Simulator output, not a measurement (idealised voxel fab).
voxel self aligned contacts: a process module
The figure presents cross-section cut, which has a width of 150 nm and is divided into square cells with an edge length of 5 nm.
Think of the cross-section as a grid of square cells. We describe it in bands, top to bottom, and each band covers one or more rows of those cells. Quick guide to a band line: top height, bottom height (nm) up front; then every material left to right with its width in nm. Only one material and it's marked "all across"? Then it fills the band edge to edge. And "air" just means empty space. Height 0 is the level under which the wafer as received is all one material. The lowest band goes on downwards, as in "top 0, no bottom". Width "30->40": first value at the band's top row of cells, second value at its bottom row, equal change from row to row. Where the words "no modification" appear for a step, the cross-section shows no cell changed by that step; every cell remained as before. Empty spaces counting at least 8 cells and having no open way to the top are listed in "Unvented voids". The notation width x height at distance is used for each, the distance being from the left edge and all three values in nm. On each step's line, the part that comes after the settings is the simulator's own comment on the step. overlay nm, on a step with a mask: how far to the right of its planned place the mask lay; to the left if negative.

### Process steps - plan
| 1 | RECEIVE: material Si |
| 2 | OXIDIZE: depth nm 5 |
| 3 | DIRECTIONAL_DEP: material polySi, thk nm 20 |
| 4 | DIRECTIONAL_DEP: material SiN, thk nm 20 |
| 5 | MASKED_ETCH: tone cover, mask id GATE, width nm 35, pitch nm 80, etch materials SiN, depth nm 20, overlay nm 0 |
| 6 | MASKED_ETCH: tone cover, mask id GATE, width nm 35, pitch nm 80, etch materials polySi, depth nm 20, overlay nm 0 |
| 7 | CONFORMAL_DEP: material SiN, thk nm 10 |
| 8 | DIRECTIONAL_ETCH: etch materials SiN, depth nm 10 |
| 9 | FILL_DEP: material SiO2, thk nm 10 |
| 10 | CMP: height nm 45 |
| 11 | DIRECTIONAL_DEP: material aC, thk nm 10 |
| 12 | PATTERN: tone open, mask id CONTACT, material resist, width nm 65, thk nm 30, overlay nm -15 |
| 13 | DIRECTIONAL_ETCH: etch materials aC, depth nm 10 |
| 14 | STRIP: etch materials resist |
| 15 | DIRECTIONAL_ETCH: etch materials SiO2, depth nm 50 |
| 16 | STRIP: etch materials aC |
| 17 | CONFORMAL_DEP: material TiN, thk nm 5 |
| 18 | FILL_DEP: material W, thk nm 10 |
| 19 | CMP: height nm 45 |
| 20 | CONFORMAL_DEP: material SiN, thk nm 5 |
Across this set of wafers, the varied parameter is the overlay nm of step 12. Starting conditions are identical for every wafer, and the plan reports the value assigned to the first wafer.

### Cut through the first of several wafers as received, post step 1
top 0, no bottom = Si all across
Unvented voids: none

### First of several wafers in cross-section at module end, following the final step, step 20
top 50, bottom 45 = SiN all across
top 45, bottom 40 = SiO2=25; TiN=40; W=15; TiN=10; SiO2=60
top 40, bottom 20 = SiO2=5; SiN=55; TiN=5; W=15; TiN=5; SiN=55; SiO2=10
top 20, bottom 0 = SiO2=5; SiN=10; polySi=35; SiN=10; TiN=5; W=15; TiN=5; SiN=10; polySi=35; SiN=10; SiO2=10
top 0, bottom -5 = SiO2=60; TiN=25; SiO2=65
top -5, no bottom = Si all across
Unvented voids: none

### Here's the last wafer cross-sectioned at the end of the module
top 50, bottom 45 = SiN all across
top 45, bottom 40 = SiO2=55; TiN=10; W=15; TiN=40; SiO2=30
top 40, bottom 20 = SiO2=5; SiN=55; TiN=5; W=15; TiN=5; SiN=55; SiO2=10
top 20, bottom 0 = SiO2=5; SiN=10; polySi=35; SiN=10; TiN=5; W=15; TiN=5; SiN=10; polySi=35; SiN=10; SiO2=10
top 0, bottom -5 = SiO2=60; TiN=25; SiO2=65
top -5, no bottom = Si all across
Unvented voids: none

### Below, a row for every wafer. Read it as the end-of-module picture: for each material the wafer shows its cells gained (+) or lost (-) since it was received, and then its closed voids
overlay nm -15, -30 Si, +150 SiN, +66 SiO2, +31 TiN, +27 W, +56 polySi, Unvented voids: none
overlay nm -10, -30 Si, +150 SiN, +66 SiO2, +31 TiN, +27 W, +56 polySi, Unvented voids: none
overlay nm -5, -30 Si, +150 SiN, +66 SiO2, +31 TiN, +27 W, +56 polySi, Unvented voids: none
overlay nm 0, -30 Si, +150 SiN, +66 SiO2, +31 TiN, +27 W, +56 polySi, Unvented voids: none
overlay nm 5, -30 Si, +150 SiN, +66 SiO2, +31 TiN, +27 W, +56 polySi, Unvented voids: none
overlay nm 10, -30 Si, +150 SiN, +66 SiO2, +31 TiN, +27 W, +56 polySi, Unvented voids: none
overlay nm 15, -30 Si, +150 SiN, +66 SiO2, +31 TiN, +27 W, +56 polySi, Unvented voids: none
